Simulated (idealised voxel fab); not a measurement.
Name of the process module below: voxel transistor to metal
In the cross-section labelled cut, the width is 210 nm and each square cell is 5 nm.
The cross-sections in this document take the form of a grid made of square cells. They are written out as bands, in order from top to bottom. Each band consists of one or more rows of cells.
Band: top height; bottom height; in nm. Then, left to right: material with width in nm, for each material. "edge to edge": a single material spanning edge to edge. "blank": empty space.
Where do heights start? At 0: under that level the wafer as delivered is made of one material only. And the lowest band has no floor; it just carries on downward, as in "z 0 and below".
When a width is written as two numbers, as in "30->40", the first number is the width in the top row of cells of the band and the second is the width in its bottom row, and the width changes by the same amount from each row to the next.
No cell of the cross-section changed in a step that is given as "remained unchanged".
In "Fully sealed voids" the enclosed voids are listed, meaning empty spaces of 8 cells or larger without any opening to the top. The form is width x height at distance, distance from the left edge, units nm.
Step line, after settings: the simulator's comment on this step.
overlay nm: how far to the right of its planned place the mask lay on this masked step (negative: to the left).
-- Process steps foreseen in the plan
step 1: RECEIVE,material Si
step 2: CONFORMAL_DEP,material SiO2,thk nm 5
step 3: CONFORMAL_DEP,material SiN,thk nm 15
step 4: MASKED_ETCH,tone cover,mask id ACTIVE,width nm 100,etch materials SiN,depth nm 15,overlay nm 0
step 5: MASKED_ETCH,tone cover,mask id ACTIVE,width nm 100,etch materials SiO2,depth nm 5,overlay nm 0
step 6: MASKED_ETCH,tone cover,mask id ACTIVE,width nm 100,etch materials Si,depth nm 25,overlay nm 0
step 7: OXIDIZE,depth nm 5
step 8: FILL_DEP,material SiO2,thk nm 10
step 9: CMP,height nm 20
step 10: SELECTIVE_ETCH,etch materials SiO2,depth nm 15
step 11: STRIP,etch materials SiN
step 12: SELECTIVE_ETCH,etch materials SiO2,depth nm 5
step 13: OXIDIZE,depth nm 5
step 14: DIRECTIONAL_DEP,material polySi,thk nm 30
step 15: DIRECTIONAL_DEP,material SiCN,thk nm 10
step 16: MASKED_ETCH,tone cover,mask id GATE,width nm 20,etch materials SiCN,depth nm 20,overlay nm 0
step 17: MASKED_ETCH,tone cover,mask id GATE,width nm 20,etch materials polySi,depth nm 40,overlay nm 0
step 18: CONFORMAL_DEP,material SiO2,thk nm 5
step 19: DIRECTIONAL_ETCH,etch materials SiO2,depth nm 5
step 20: CONFORMAL_DEP,material SiN,thk nm 5
step 21: DIRECTIONAL_ETCH,etch materials SiN,depth nm 5
step 22: DIRECTIONAL_ETCH,etch materials SiO2,depth nm 5
step 23: DIRECTIONAL_ETCH,etch materials Si,depth nm 15
step 24: EPI,material nSi,thk nm 20
step 25: FILL_DEP,material SiO2,thk nm 5
step 26: CMP,height nm 40
step 27: DIRECTIONAL_DEP,material SiO2,thk nm 10
step 28: DIRECTIONAL_DEP,material aC,thk nm 10
step 29: PATTERN,tone open,mask id CONTACT,material resist,width nm 15,pitch nm 75,thk nm 25,overlay nm 0
step 30: DIRECTIONAL_ETCH,etch materials aC,depth nm 10
step 31: STRIP,etch materials resist
step 32: DIRECTIONAL_ETCH,etch materials SiO2,depth nm 50
step 33: STRIP,etch materials aC
step 34: CONFORMAL_DEP,material TiN,thk nm 5
step 35: FILL_DEP,material Ru,thk nm 5
step 36: CMP,height nm 50
step 37: CONFORMAL_DEP,material SiCN,thk nm 5
step 38: DIRECTIONAL_DEP,material lowk,thk nm 20
step 39: MASKED_ETCH,tone open,mask id METAL_1,width nm 15,pitch nm 75,etch materials lowk,depth nm 20,overlay nm 0
step 40: MASKED_ETCH,tone open,mask id METAL_1,width nm 15,pitch nm 75,etch materials SiCN,depth nm 5,overlay nm 0
step 41: CONFORMAL_DEP,material TiN,thk nm 5
step 42: FILL_DEP,material Cu,thk nm 5
step 43: CMP,height nm 75
step 44: CONFORMAL_DEP,material SiCN,thk nm 5
-- First of two wafers - as planned
-- Delivered wafer in cross-section: state after step 1
    z 0 and below: Si edge to edge
    Fully sealed voids: none
-- Cross-sectional representation of the wafer at the conclusion of step 2
    z 5 to 0: SiO2 edge to edge
    Under the height 0 nothing was changed.
-- Cross-sectional representation of the wafer at the conclusion of step 3
    z 20 to 5: SiN edge to edge
    Under the height 5 nothing was changed.
-- Cross-sectional representation of the wafer at the conclusion of step 4
    z 20 to 5: blank=55, then SiN=100, then blank=55
    Under the height 5 nothing was changed.
-- Cross-sectional representation of the wafer at the conclusion of step 5
    z 20 to 5: blank=55, then SiN=100, then blank=55
    z 5 to 0: blank=55, then SiO2=100, then blank=55
    Under the height 0 nothing was changed.
-- Cross-sectional representation of the wafer at the conclusion of step 6
    z 20 to 5: blank=55, then SiN=100, then blank=55
    z 5 to 0: blank=55, then SiO2=100, then blank=55
    z 0 to -25: blank=55, then Si=100, then blank=55
    Under the height -25 nothing was changed.
-- Cross-sectional representation of the wafer at the conclusion of step 7
    z 20 to 5: blank=55, then SiN=100, then blank=55
    z 5 to 0: blank=55, then SiO2=100, then blank=55
    z 0 to -25: blank=55, then SiO2=5, then Si=90, then SiO2=5, then blank=55
    z -25 to -30: SiO2=60, then Si=90, then SiO2=60
    Under the height -30 nothing was changed.
-- Cross-sectional representation of the wafer at the conclusion of step 8
    z 30 to 20: SiO2 edge to edge
    z 20 to 5: SiO2=55, then SiN=100, then SiO2=55
    z 5 to 0: SiO2 edge to edge
    z 0 to -30: SiO2=60, then Si=90, then SiO2=60
    Under the height -30 nothing was changed.
-- Cross-sectional representation of the wafer at the conclusion of step 9
    z 20 to 5: SiO2=55, then SiN=100, then SiO2=55
    Under the height 5 nothing was changed.
-- Cross-sectional representation of the wafer at the conclusion of step 10
    z 20 to 5: blank=55, then SiN=100, then blank=55
    Under the height 5 nothing was changed.
-- Cross-sectional representation of the wafer at the conclusion of step 11
    z 5 to 0: SiO2 edge to edge
    Under the height 0 nothing was changed.
-- Cross-sectional representation of the wafer at the conclusion of step 12
    z 0 to -30: SiO2=60, then Si=90, then SiO2=60
    Under the height -30 nothing was changed.
-- Cross-sectional representation of the wafer at the conclusion of step 13
    z 0 to -5: SiO2 edge to edge
    Under the height -5 nothing was changed.
-- Cross-sectional representation of the wafer at the conclusion of step 14
    z 30 to 0: polySi edge to edge
    Under the height 0 nothing was changed.
-- Cross-sectional representation of the wafer at the conclusion of step 15
    z 40 to 30: SiCN edge to edge
    Under the height 30 nothing was changed.
-- Cross-sectional representation of the wafer at the conclusion of step 16
    z 40 to 30: blank=95, then SiCN=20, then blank=95
    Under the height 30 nothing was changed.
-- Cross-sectional representation of the wafer at the conclusion of step 17
    z 40 to 30: blank=95, then SiCN=20, then blank=95
    z 30 to 0: blank=95, then polySi=20, then blank=95
    Under the height 0 nothing was changed.
-- Cross-sectional representation of the wafer at the conclusion of step 18
    z 45 to 40: blank=90, then SiO2=30, then blank=90
    z 40 to 30: blank=90, then SiO2=5, then SiCN=20, then SiO2=5, then blank=90
    z 30 to 5: blank=90, then SiO2=5, then polySi=20, then SiO2=5, then blank=90
    z 5 to 0: SiO2=95, then polySi=20, then SiO2=95
    Under the height 0 nothing was changed.
-- Cross-sectional representation of the wafer at the conclusion of step 19
    z 40 to 30: blank=90, then SiO2=5, then SiCN=20, then SiO2=5, then blank=90
    z 30 to 0: blank=90, then SiO2=5, then polySi=20, then SiO2=5, then blank=90
    Under the height 0 nothing was changed.
-- Cross-sectional representation of the wafer at the conclusion of step 20
    z 45 to 40: blank=85, then SiN=40, then blank=85
    z 40 to 30: blank=85, then SiN=5, then SiO2=5, then SiCN=20, then SiO2=5, then SiN=5, then blank=85
    z 30 to 5: blank=85, then SiN=5, then SiO2=5, then polySi=20, then SiO2=5, then SiN=5, then blank=85
    z 5 to 0: SiN=90, then SiO2=5, then polySi=20, then SiO2=5, then SiN=90
    Under the height 0 nothing was changed.
-- Cross-sectional representation of the wafer at the conclusion of step 21
    z 40 to 30: blank=85, then SiN=5, then SiO2=5, then SiCN=20, then SiO2=5, then SiN=5, then blank=85
    z 30 to 0: blank=85, then SiN=5, then SiO2=5, then polySi=20, then SiO2=5, then SiN=5, then blank=85
    Under the height 0 nothing was changed.
-- Cross-sectional representation of the wafer at the conclusion of step 22
    z 40 to 35: blank=85, then SiN=5, then blank=5, then SiCN=20, then blank=5, then SiN=5, then blank=85
    z 35 to 30: blank=85, then SiN=5, then SiO2=5, then SiCN=20, then SiO2=5, then SiN=5, then blank=85
    z 30 to 0: blank=85, then SiN=5, then SiO2=5, then polySi=20, then SiO2=5, then SiN=5, then blank=85
    z 0 to -5: blank=85, then SiO2=40, then blank=85
    Under the height -5 nothing was changed.
-- Cross-sectional representation of the wafer at the conclusion of step 23
    z 40 to 35: blank=85, then SiN=5, then blank=5, then SiCN=20, then blank=5, then SiN=5, then blank=85
    z 35 to 30: blank=85, then SiN=5, then SiO2=5, then SiCN=20, then SiO2=5, then SiN=5, then blank=85
    z 30 to 0: blank=85, then SiN=5, then SiO2=5, then polySi=20, then SiO2=5, then SiN=5, then blank=85
    z 0 to -5: blank=85, then SiO2=40, then blank=85
    z -5 to -20: SiO2=60, then blank=25, then Si=40, then blank=25, then SiO2=60
    Under the height -20 nothing was changed.
-- Cross-sectional representation of the wafer at the conclusion of step 24
    z 40 to 35: blank=85, then SiN=5, then blank=5, then SiCN=20, then blank=5, then SiN=5, then blank=85
    z 35 to 30: blank=85, then SiN=5, then SiO2=5, then SiCN=20, then SiO2=5, then SiN=5, then blank=85
    z 30 to 15: blank=85, then SiN=5, then SiO2=5, then polySi=20, then SiO2=5, then SiN=5, then blank=85
    z 15 to 0: blank=65, then nSi=20, then SiN=5, then SiO2=5, then polySi=20, then SiO2=5, then SiN=5, then nSi=20, then blank=65
    z 0 to -5: blank=55, then nSi=30, then SiO2=40, then nSi=30, then blank=55
    z -5 to -20: SiO2=60, then nSi=25, then Si=40, then nSi=25, then SiO2=60
    Under the height -20 nothing was changed.
-- Cross-sectional representation of the wafer at the conclusion of step 25
    z 45 to 40: SiO2 edge to edge
    z 40 to 30: SiO2=85, then SiN=5, then SiO2=5, then SiCN=20, then SiO2=5, then SiN=5, then SiO2=85
    z 30 to 15: SiO2=85, then SiN=5, then SiO2=5, then polySi=20, then SiO2=5, then SiN=5, then SiO2=85
    z 15 to 0: SiO2=65, then nSi=20, then SiN=5, then SiO2=5, then polySi=20, then SiO2=5, then SiN=5, then nSi=20, then SiO2=65
    z 0 to -5: SiO2=55, then nSi=30, then SiO2=40, then nSi=30, then SiO2=55
    Under the height -5 nothing was changed.
-- Cross-sectional representation of the wafer at the conclusion of step 26
    z 40 to 30: SiO2=85, then SiN=5, then SiO2=5, then SiCN=20, then SiO2=5, then SiN=5, then SiO2=85
    Under the height 30 nothing was changed.
-- Cross-sectional representation of the wafer at the conclusion of step 27
    z 50 to 40: SiO2 edge to edge
    Under the height 40 nothing was changed.
-- Cross-sectional representation of the wafer at the conclusion of step 28
    z 60 to 50: aC edge to edge
    Under the height 50 nothing was changed.
-- Cross-sectional representation of the wafer at the conclusion of step 29
    z 85 to 60: resist=60, then blank=15, then resist=60, then blank=15, then resist=60
    Under the height 60 nothing was changed.
-- Cross-sectional representation of the wafer at the conclusion of step 30
    z 75 to 60: resist=60, then blank=15, then resist=60, then blank=15, then resist=60
    z 60 to 50: aC=60, then blank=15, then aC=60, then blank=15, then aC=60
    Under the height 50 nothing was changed.
-- Cross-sectional representation of the wafer at the conclusion of step 31
    z 60 to 50: aC=60, then blank=15, then aC=60, then blank=15, then aC=60
    Under the height 50 nothing was changed.
-- Cross-sectional representation of the wafer at the conclusion of step 32
    z 60 to 50: aC=60, then blank=15, then aC=60, then blank=15, then aC=60
    z 50 to 40: SiO2=60, then blank=15, then SiO2=60, then blank=15, then SiO2=60
    z 40 to 30: SiO2=60, then blank=15, then SiO2=10, then SiN=5, then SiO2=5, then SiCN=20, then SiO2=5, then SiN=5, then SiO2=10, then blank=15, then SiO2=60
    z 30 to 15: SiO2=60, then blank=15, then SiO2=10, then SiN=5, then SiO2=5, then polySi=20, then SiO2=5, then SiN=5, then SiO2=10, then blank=15, then SiO2=60
    z 15 to 0: SiO2=60, then blank=5, then nSi=20, then SiN=5, then SiO2=5, then polySi=20, then SiO2=5, then SiN=5, then nSi=20, then blank=5, then SiO2=60
    Under the height 0 nothing was changed.
-- Cross-sectional representation of the wafer at the conclusion of step 33
    z 50 to 40: SiO2=60, then blank=15, then SiO2=60, then blank=15, then SiO2=60
    Under the height 40 nothing was changed.
-- Cross-sectional representation of the wafer at the conclusion of step 34
    z 55 to 50: TiN=65, then blank=5, then TiN=70, then blank=5, then TiN=65
    z 50 to 40: SiO2=60, then TiN=5, then blank=5, then TiN=5, then SiO2=60, then TiN=5, then blank=5, then TiN=5, then SiO2=60
    z 40 to 30: SiO2=60, then TiN=5, then blank=5, then TiN=5, then SiO2=10, then SiN=5, then SiO2=5, then SiCN=20, then SiO2=5, then SiN=5, then SiO2=10, then TiN=5, then blank=5, then TiN=5, then SiO2=60
    z 30 to 20: SiO2=60, then TiN=5, then blank=5, then TiN=5, then SiO2=10, then SiN=5, then SiO2=5, then polySi=20, then SiO2=5, then SiN=5, then SiO2=10, then TiN=5, then blank=5, then TiN=5, then SiO2=60
    z 20 to 15: SiO2=60, then TiN=15, then SiO2=10, then SiN=5, then SiO2=5, then polySi=20, then SiO2=5, then SiN=5, then SiO2=10, then TiN=15, then SiO2=60
    z 15 to 0: SiO2=60, then TiN=5, then nSi=20, then SiN=5, then SiO2=5, then polySi=20, then SiO2=5, then SiN=5, then nSi=20, then TiN=5, then SiO2=60
    Under the height 0 nothing was changed.
-- Cross-sectional representation of the wafer at the conclusion of step 35
    z 60 to 55: Ru edge to edge
    z 55 to 50: TiN=65, then Ru=5, then TiN=70, then Ru=5, then TiN=65
    z 50 to 40: SiO2=60, then TiN=5, then Ru=5, then TiN=5, then SiO2=60, then TiN=5, then Ru=5, then TiN=5, then SiO2=60
    z 40 to 30: SiO2=60, then TiN=5, then Ru=5, then TiN=5, then SiO2=10, then SiN=5, then SiO2=5, then SiCN=20, then SiO2=5, then SiN=5, then SiO2=10, then TiN=5, then Ru=5, then TiN=5, then SiO2=60
    z 30 to 20: SiO2=60, then TiN=5, then Ru=5, then TiN=5, then SiO2=10, then SiN=5, then SiO2=5, then polySi=20, then SiO2=5, then SiN=5, then SiO2=10, then TiN=5, then Ru=5, then TiN=5, then SiO2=60
    Under the height 20 nothing was changed.
-- Cross-sectional representation of the wafer at the conclusion of step 36
    z 50 to 40: SiO2=60, then TiN=5, then Ru=5, then TiN=5, then SiO2=60, then TiN=5, then Ru=5, then TiN=5, then SiO2=60
    Under the height 40 nothing was changed.
-- Cross-sectional representation of the wafer at the conclusion of step 37
    z 55 to 50: SiCN edge to edge
    Under the height 50 nothing was changed.
-- Cross-sectional representation of the wafer at the conclusion of step 38
    z 75 to 55: lowk edge to edge
    Under the height 55 nothing was changed.
-- Cross-sectional representation of the wafer at the conclusion of step 39
    z 75 to 55: lowk=60, then blank=15, then lowk=60, then blank=15, then lowk=60
    Under the height 55 nothing was changed.
-- Cross-sectional representation of the wafer at the conclusion of step 40
    z 75 to 55: lowk=60, then blank=15, then lowk=60, then blank=15, then lowk=60
    z 55 to 50: SiCN=60, then blank=15, then SiCN=60, then blank=15, then SiCN=60
    Under the height 50 nothing was changed.
-- Cross-sectional representation of the wafer at the conclusion of step 41
    z 80 to 75: TiN=65, then blank=5, then TiN=70, then blank=5, then TiN=65
    z 75 to 55: lowk=60, then TiN=5, then blank=5, then TiN=5, then lowk=60, then TiN=5, then blank=5, then TiN=5, then lowk=60
    z 55 to 50: SiCN=60, then TiN=15, then SiCN=60, then TiN=15, then SiCN=60
    Under the height 50 nothing was changed.
-- Cross-sectional representation of the wafer at the conclusion of step 42
    z 85 to 80: Cu edge to edge
    z 80 to 75: TiN=65, then Cu=5, then TiN=70, then Cu=5, then TiN=65
    z 75 to 55: lowk=60, then TiN=5, then Cu=5, then TiN=5, then lowk=60, then TiN=5, then Cu=5, then TiN=5, then lowk=60
    Under the height 55 nothing was changed.
-- Cross-sectional representation of the wafer at the conclusion of step 43
    z 75 to 55: lowk=60, then TiN=5, then Cu=5, then TiN=5, then lowk=60, then TiN=5, then Cu=5, then TiN=5, then lowk=60
    Under the height 55 nothing was changed.
-- Cross-sectional representation of the wafer at the conclusion of step 44
    z 80 to 75: SiCN edge to edge
    Under the height 75 nothing was changed.
-- Second wafer, same starting state and plan as the first, one mistake in the run, identical through step 28
-- Cross-sectional view of the second wafer at the intended end time of process step 29
    z 85 to 60: resist=55, then blank=25, then resist=50, then blank=25, then resist=55
    Under the height 60 nothing was changed.
-- Cross-sectional view of the second wafer at the intended end time of process step 30
    z 75 to 60: resist=55, then blank=25, then resist=50, then blank=25, then resist=55
    z 60 to 50: aC=55, then blank=25, then aC=50, then blank=25, then aC=55
    Under the height 50 nothing was changed.
-- Cross-sectional view of the second wafer at the intended end time of process step 31
    z 60 to 50: aC=55, then blank=25, then aC=50, then blank=25, then aC=55
    Under the height 50 nothing was changed.
-- Cross-sectional view of the second wafer at the intended end time of process step 32
    z 60 to 50: aC=55, then blank=25, then aC=50, then blank=25, then aC=55
    z 50 to 40: SiO2=55, then blank=25, then SiO2=50, then blank=25, then SiO2=55
    z 40 to 30: SiO2=55, then blank=25, then SiO2=5, then SiN=5, then SiO2=5, then SiCN=20, then SiO2=5, then SiN=5, then SiO2=5, then blank=25, then SiO2=55
    z 30 to 15: SiO2=55, then blank=25, then SiO2=5, then SiN=5, then SiO2=5, then polySi=20, then SiO2=5, then SiN=5, then SiO2=5, then blank=25, then SiO2=55
    z 15 to 0: SiO2=55, then blank=10, then nSi=20, then SiN=5, then SiO2=5, then polySi=20, then SiO2=5, then SiN=5, then nSi=20, then blank=10, then SiO2=55
    Under the height 0 nothing was changed.
-- Cross-sectional view of the second wafer at the intended end time of process step 33
    z 50 to 40: SiO2=55, then blank=25, then SiO2=50, then blank=25, then SiO2=55
    Under the height 40 nothing was changed.
-- Cross-sectional view of the second wafer at the intended end time of process step 34
    z 55 to 50: TiN=60, then blank=15, then TiN=60, then blank=15, then TiN=60
    z 50 to 40: SiO2=55, then TiN=5, then blank=15, then TiN=5, then SiO2=50, then TiN=5, then blank=15, then TiN=5, then SiO2=55
    z 40 to 30: SiO2=55, then TiN=5, then blank=15, then TiN=5, then SiO2=5, then SiN=5, then SiO2=5, then SiCN=20, then SiO2=5, then SiN=5, then SiO2=5, then TiN=5, then blank=15, then TiN=5, then SiO2=55
    z 30 to 20: SiO2=55, then TiN=5, then blank=15, then TiN=5, then SiO2=5, then SiN=5, then SiO2=5, then polySi=20, then SiO2=5, then SiN=5, then SiO2=5, then TiN=5, then blank=15, then TiN=5, then SiO2=55
    z 20 to 15: SiO2=55, then TiN=25, then SiO2=5, then SiN=5, then SiO2=5, then polySi=20, then SiO2=5, then SiN=5, then SiO2=5, then TiN=25, then SiO2=55
    z 15 to 0: SiO2=55, then TiN=10, then nSi=20, then SiN=5, then SiO2=5, then polySi=20, then SiO2=5, then SiN=5, then nSi=20, then TiN=10, then SiO2=55
    Under the height 0 nothing was changed.
-- Cross-sectional view of the second wafer at the intended end time of process step 35
    z 60 to 55: Ru edge to edge
    z 55 to 50: TiN=60, then Ru=15, then TiN=60, then Ru=15, then TiN=60
    z 50 to 40: SiO2=55, then TiN=5, then Ru=15, then TiN=5, then SiO2=50, then TiN=5, then Ru=15, then TiN=5, then SiO2=55
    z 40 to 30: SiO2=55, then TiN=5, then Ru=15, then TiN=5, then SiO2=5, then SiN=5, then SiO2=5, then SiCN=20, then SiO2=5, then SiN=5, then SiO2=5, then TiN=5, then Ru=15, then TiN=5, then SiO2=55
    z 30 to 20: SiO2=55, then TiN=5, then Ru=15, then TiN=5, then SiO2=5, then SiN=5, then SiO2=5, then polySi=20, then SiO2=5, then SiN=5, then SiO2=5, then TiN=5, then Ru=15, then TiN=5, then SiO2=55
    Under the height 20 nothing was changed.
-- Cross-sectional view of the second wafer at the intended end time of process step 36
    z 50 to 40: SiO2=55, then TiN=5, then Ru=15, then TiN=5, then SiO2=50, then TiN=5, then Ru=15, then TiN=5, then SiO2=55
    Under the height 40 nothing was changed.
-- Cross-sectional view of the second wafer at the intended end time of process step 37
    z 55 to 50: SiCN edge to edge
    Under the height 50 nothing was changed.
-- Cross-sectional view of the second wafer at the intended end time of process step 38
    z 75 to 55: lowk edge to edge
    Under the height 55 nothing was changed.
-- Cross-sectional view of the second wafer at the intended end time of process step 39
    z 75 to 55: lowk=60, then blank=15, then lowk=60, then blank=15, then lowk=60
    Under the height 55 nothing was changed.
-- Cross-sectional view of the second wafer at the intended end time of process step 40
    z 75 to 55: lowk=60, then blank=15, then lowk=60, then blank=15, then lowk=60
    z 55 to 50: SiCN=60, then blank=15, then SiCN=60, then blank=15, then SiCN=60
    Under the height 50 nothing was changed.
-- Cross-sectional view of the second wafer at the intended end time of process step 41
    z 80 to 75: TiN=65, then blank=5, then TiN=70, then blank=5, then TiN=65
    z 75 to 55: lowk=60, then TiN=5, then blank=5, then TiN=5, then lowk=60, then TiN=5, then blank=5, then TiN=5, then lowk=60
    z 55 to 50: SiCN=60, then TiN=15, then SiCN=60, then TiN=15, then SiCN=60
    Under the height 50 nothing was changed.
-- Cross-sectional view of the second wafer at the intended end time of process step 42
    z 85 to 80: Cu edge to edge
    z 80 to 75: TiN=65, then Cu=5, then TiN=70, then Cu=5, then TiN=65
    z 75 to 55: lowk=60, then TiN=5, then Cu=5, then TiN=5, then lowk=60, then TiN=5, then Cu=5, then TiN=5, then lowk=60
    Under the height 55 nothing was changed.
-- Cross-sectional view of the second wafer at the intended end time of process step 43
    z 75 to 55: lowk=60, then TiN=5, then Cu=5, then TiN=5, then lowk=60, then TiN=5, then Cu=5, then TiN=5, then lowk=60
    Under the height 55 nothing was changed.
-- Cross-sectional view of the second wafer at the intended end time of process step 44
    z 80 to 75: SiCN edge to edge
    Under the height 75 nothing was changed.
What was done differently from what was planned? step 29 was not run as planned; what actually ran was PATTERN,tone open,mask id CONTACT,material resist,width nm 25,pitch nm 75,thk nm 25,overlay nm 0
It is noted that, at the conclusion of processing, the second wafer exhibits a higher or lower cell count for certain materials relative to the first: Ru +24 | SiO2 -34 | TiN +10
